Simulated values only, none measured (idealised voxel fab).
The name of this process module is voxel transistor to metal.
Square cells of 5 nm make up the cross-section cut, whose width is 265 nm.
Bands, listed from the top down, are how a cross-section gets written in this document; the cross-section itself is a grid of square cells, and a band is one or more rows of them. What a band's entry tells you: where the top is and where the bottom is, as heights in nm, and after that what lies inside, material by material from left to right, each with its width in nm. Empty space is written as the word "air", and a single material marked with the word "all across" occupies the band from edge to edge. Basically, 0 is our baseline, since under it the wafer straight out of the box is all one material. The bottom band has no lower end and keeps on going down, so it looks like "0 down". Top row gets the first number, bottom row gets the second, and each row in between changes by the same step: that is how a band width like "30->40" works. A step reported as "nothing altered" is a step in which no cell of the cross-section changed. Empty spaces counting at least 8 cells and having no open way to the top are listed in "Enclosed internal voids". The notation width x height at distance is used for each, the distance being from the left edge and all three values in nm. Anything after a step's settings on that line? It's the simulator's own note about the step. overlay nm: how far to the right of its planned place the mask lay on this masked step (negative: to the left).

INTENDED PROCESS STEPS
1: RECEIVE,material Si
2: OXIDIZE,depth nm 5
3: CONFORMAL_DEP,material SiN,thk nm 15
4: MASKED_ETCH,tone cover,mask id ACTIVE,width nm 105,pitch nm 130,etch materials SiN,depth nm 15,overlay nm 0
5: MASKED_ETCH,tone cover,mask id ACTIVE,width nm 105,pitch nm 130,etch materials SiO2,depth nm 5,overlay nm 0
6: MASKED_ETCH,tone cover,mask id ACTIVE,width nm 105,pitch nm 130,etch materials Si,depth nm 30,overlay nm 0
7: OXIDIZE,depth nm 5
8: FILL_DEP,material SiO2,thk nm 5
9: CMP,height nm 15
10: SELECTIVE_ETCH,etch materials SiO2,depth nm 10
11: STRIP,etch materials SiN
12: SELECTIVE_ETCH,etch materials SiO2,depth nm 5
13: OXIDIZE,depth nm 5
14: DIRECTIONAL_DEP,material polySi,thk nm 20
15: DIRECTIONAL_DEP,material SiCN,thk nm 15
16: DIRECTIONAL_DEP,material aC,thk nm 15
17: PATTERN,tone cover,mask id GATE,material resist,width nm 15,pitch nm 130,thk nm 35,overlay nm 0
18: DIRECTIONAL_ETCH,etch materials aC,depth nm 15
19: STRIP,etch materials resist
20: DIRECTIONAL_ETCH,etch materials SiCN,depth nm 25
21: DIRECTIONAL_ETCH,etch materials polySi,depth nm 30
22: STRIP,etch materials aC
23: CONFORMAL_DEP,material SiO2,thk nm 5
24: DIRECTIONAL_ETCH,etch materials SiO2,depth nm 5
25: CONFORMAL_DEP,material SiN,thk nm 10
26: DIRECTIONAL_ETCH,etch materials SiN,depth nm 10
27: DIRECTIONAL_ETCH,etch materials SiO2,depth nm 5
28: DIRECTIONAL_ETCH,etch materials Si,depth nm 15
29: EPI,material SiGe,thk nm 15
30: FILL_DEP,material SiO2,thk nm 10
31: CMP,height nm 30
32: DIRECTIONAL_DEP,material SiO2,thk nm 10
33: DIRECTIONAL_DEP,material aC,thk nm 15
34: PATTERN,tone open,mask id CONTACT,material resist,width nm 35,thk nm 35,overlay nm 0
35: DIRECTIONAL_ETCH,etch materials aC,depth nm 15
36: STRIP,etch materials resist
37: DIRECTIONAL_ETCH,etch materials SiO2,depth nm 35
38: STRIP,etch materials aC
39: CONFORMAL_DEP,material TiN,thk nm 5
40: FILL_DEP,material Ru,thk nm 10
41: CMP,height nm 40
42: CONFORMAL_DEP,material SiN,thk nm 5
43: DIRECTIONAL_DEP,material SiO2,thk nm 20
44: MASKED_ETCH,tone open,mask id METAL_1,width nm 20,etch materials SiO2,depth nm 20,overlay nm 0
45: MASKED_ETCH,tone open,mask id METAL_1,width nm 20,etch materials SiN,depth nm 5,overlay nm 0
46: CONFORMAL_DEP,material TiN,thk nm 5
47: FILL_DEP,material Cu,thk nm 10
48: CMP,height nm 65
49: CONFORMAL_DEP,material SiCN,thk nm 5

AS RECEIVED, AFTER STEP 1
- 0 down  Si all across
- Enclosed internal voids: none

FIRST WAFER AT THE END, AS PLANNED
- 70 to 65  SiCN all across
- 65 to 45  SiO2: 20 / TiN: 5 / Cu: 10 / TiN: 5 / SiO2: 55 / TiN: 5 / Cu: 10 / TiN: 5 / SiO2: 35 / TiN: 5 / Cu: 10 / TiN: 5 / SiO2: 55 / TiN: 5 / Cu: 10 / TiN: 5 / SiO2: 20
- 45 to 40  SiN: 20 / TiN: 20 / SiN: 55 / TiN: 20 / SiN: 35 / TiN: 20 / SiN: 55 / TiN: 20 / SiN: 20
- 40 to 30  SiO2: 20 / TiN: 5 / Ru: 25->15 / TiN: 5->15 / SiO2: 25 / TiN: 5->15 / Ru: 25->15 / TiN: 5 / SiO2: 35 / TiN: 5 / Ru: 25->15 / TiN: 5->15 / SiO2: 25 / TiN: 5->15 / Ru: 25->15 / TiN: 5 / SiO2: 20
- 30 to 15  SiO2: 20 / TiN: 5 / Ru: 15 / TiN: 5 / SiN: 10 / SiO2: 5 / SiCN: 15 / SiO2: 5 / SiN: 10 / TiN: 5 / Ru: 15 / TiN: 5 / SiO2: 35 / TiN: 5 / Ru: 15 / TiN: 5 / SiN: 10 / SiO2: 5 / SiCN: 15 / SiO2: 5 / SiN: 10 / TiN: 5 / Ru: 15 / TiN: 5 / SiO2: 20
- 15 to 10  SiO2: 20 / TiN: 5 / Ru: 15 / TiN: 5 / SiN: 10 / SiO2: 5 / polySi: 15 / SiO2: 5 / SiN: 10 / TiN: 5 / Ru: 15 / TiN: 5 / SiO2: 35 / TiN: 5 / Ru: 15 / TiN: 5 / SiN: 10 / SiO2: 5 / polySi: 15 / SiO2: 5 / SiN: 10 / TiN: 5 / Ru: 15 / TiN: 5 / SiO2: 20
- 10 to 5  SiO2: 20 / TiN: 25 / SiN: 10 / SiO2: 5 / polySi: 15 / SiO2: 5 / SiN: 10 / TiN: 25 / SiO2: 35 / TiN: 25 / SiN: 10 / SiO2: 5 / polySi: 15 / SiO2: 5 / SiN: 10 / TiN: 25 / SiO2: 20
- 5 to 0  SiO2: 20 / SiGe: 25 / SiN: 10 / SiO2: 5 / polySi: 15 / SiO2: 5 / SiN: 10 / SiGe: 25 / SiO2: 35 / SiGe: 25 / SiN: 10 / SiO2: 5 / polySi: 15 / SiO2: 5 / SiN: 10 / SiGe: 25 / SiO2: 20
- 0 to -5  SiO2: 15 / SiN: 10 / SiGe: 20 / SiN: 10 / SiO2: 5 / polySi: 15 / SiO2: 5 / SiN: 10 / SiGe: 20 / SiN: 10 / SiO2: 25 / SiN: 10 / SiGe: 20 / SiN: 10 / SiO2: 5 / polySi: 15 / SiO2: 5 / SiN: 10 / SiGe: 20 / SiN: 10 / SiO2: 15
- -5 to -10  SiO2: 25 / SiGe: 20 / SiO2: 45 / SiGe: 20 / SiO2: 45 / SiGe: 20 / SiO2: 45 / SiGe: 20 / SiO2: 25
- -10 to -25  SiO2: 20 / Si: 5 / SiGe: 20 / Si: 45 / SiGe: 20 / Si: 5 / SiO2: 35 / Si: 5 / SiGe: 20 / Si: 45 / SiGe: 20 / Si: 5 / SiO2: 20
- -25 to -40  SiO2: 20 / Si: 95 / SiO2: 35 / Si: 95 / SiO2: 20
- -40 down  Si all across
- Enclosed internal voids: none

HERE IS THE SECOND OF THE TWO WAFERS CUT OPEN AT THE END OF THE MODULE - SAME START, SAME PLAN AS THE FIRST ONE, BUT WE MADE ONE MISTAKE RUNNING IT
- 70 to 65  SiCN all across
- 65 to 45  SiO2: 20 / TiN: 5 / Cu: 10 / TiN: 5 / SiO2: 55 / TiN: 5 / Cu: 10 / TiN: 5 / SiO2: 35 / TiN: 5 / Cu: 10 / TiN: 5 / SiO2: 55 / TiN: 5 / Cu: 10 / TiN: 5 / SiO2: 20
- 45 to 40  SiN: 20 / TiN: 20 / SiN: 55 / TiN: 20 / SiN: 35 / TiN: 20 / SiN: 55 / TiN: 20 / SiN: 20
- 40 to 30  SiO2: 20 / TiN: 5 / Ru: 25->15 / TiN: 5->15 / SiO2: 25 / TiN: 5->15 / Ru: 25->15 / TiN: 5 / SiO2: 35 / TiN: 5 / Ru: 25->15 / TiN: 5->15 / SiO2: 25 / TiN: 5->15 / Ru: 25->15 / TiN: 5 / SiO2: 20
- 30 to 20  SiO2: 20 / TiN: 5 / Ru: 15 / TiN: 5 / SiN: 10 / SiO2: 5 / SiCN: 15 / SiO2: 5 / SiN: 10 / TiN: 5 / Ru: 15 / TiN: 5 / SiO2: 35 / TiN: 5 / Ru: 15 / TiN: 5 / SiN: 10 / SiO2: 5 / SiCN: 15 / SiO2: 5 / SiN: 10 / TiN: 5 / Ru: 15 / TiN: 5 / SiO2: 20
- 20 to 15  SiO2: 20 / TiN: 5 / Ru: 15 / TiN: 5 / SiN: 10 / SiO2: 5 / polySi: 15 / SiO2: 5 / SiN: 10 / TiN: 5 / Ru: 15 / TiN: 5 / SiO2: 35 / TiN: 5 / Ru: 15 / TiN: 5 / SiN: 10 / SiO2: 5 / polySi: 15 / SiO2: 5 / SiN: 10 / TiN: 5 / Ru: 15 / TiN: 5 / SiO2: 20
- 15 to 10  SiO2: 20 / TiN: 25 / SiN: 10 / SiO2: 5 / polySi: 15 / SiO2: 5 / SiN: 10 / TiN: 25 / SiO2: 35 / TiN: 25 / SiN: 10 / SiO2: 5 / polySi: 15 / SiO2: 5 / SiN: 10 / TiN: 25 / SiO2: 20
- 10 to 5  SiO2: 20 / TiN: 10 / SiGe: 15 / SiN: 10 / SiO2: 5 / polySi: 15 / SiO2: 5 / SiN: 10 / SiGe: 15 / TiN: 10 / SiO2: 35 / TiN: 10 / SiGe: 15 / SiN: 10 / SiO2: 5 / polySi: 15 / SiO2: 5 / SiN: 10 / SiGe: 15 / TiN: 10 / SiO2: 20
- 5 to 0  SiGe: 10 / SiO2: 5 / SiGe: 30 / SiN: 10 / SiO2: 5 / polySi: 15 / SiO2: 5 / SiN: 10 / SiGe: 30 / SiO2: 5 / SiGe: 15 / SiO2: 5 / SiGe: 30 / SiN: 10 / SiO2: 5 / polySi: 15 / SiO2: 5 / SiN: 10 / SiGe: 30 / SiO2: 5 / SiGe: 10
- 0 to -5  SiGe: 5 / SiN: 10 / SiGe: 30 / SiO2: 45 / SiGe: 30 / SiN: 10 / SiGe: 5 / SiN: 10 / SiGe: 30 / SiO2: 45 / SiGe: 30 / SiN: 10 / SiGe: 5
- -5 to -10  SiGe: 5 / SiO2: 20 / SiGe: 20 / Si: 45 / SiGe: 20 / SiO2: 20 / SiGe: 5 / SiO2: 20 / SiGe: 20 / Si: 45 / SiGe: 20 / SiO2: 20 / SiGe: 5
- -10 to -20  SiGe: 5 / Si: 20 / SiGe: 20 / Si: 45 / SiGe: 20 / Si: 20 / SiGe: 5 / Si: 20 / SiGe: 20 / Si: 45 / SiGe: 20 / Si: 20 / SiGe: 5
- -20 to -25  SiGe: 5 / Si: 125 / SiGe: 5 / Si: 125 / SiGe: 5
- -25 down  Si all across
- Enclosed internal voids: none
Deviation from plan: step 4 ran differently from the plan; actual operation with settings: MASKED_ETCH,tone open,mask id ACTIVE,width nm 105,pitch nm 130,etch materials SiN,depth nm 15,overlay nm 0
Materials where the second wafer ends with more or fewer cells than the first: -12 Ru | +115 Si | -6 SiCN | +30 SiGe | -8 SiN | -119 SiO2
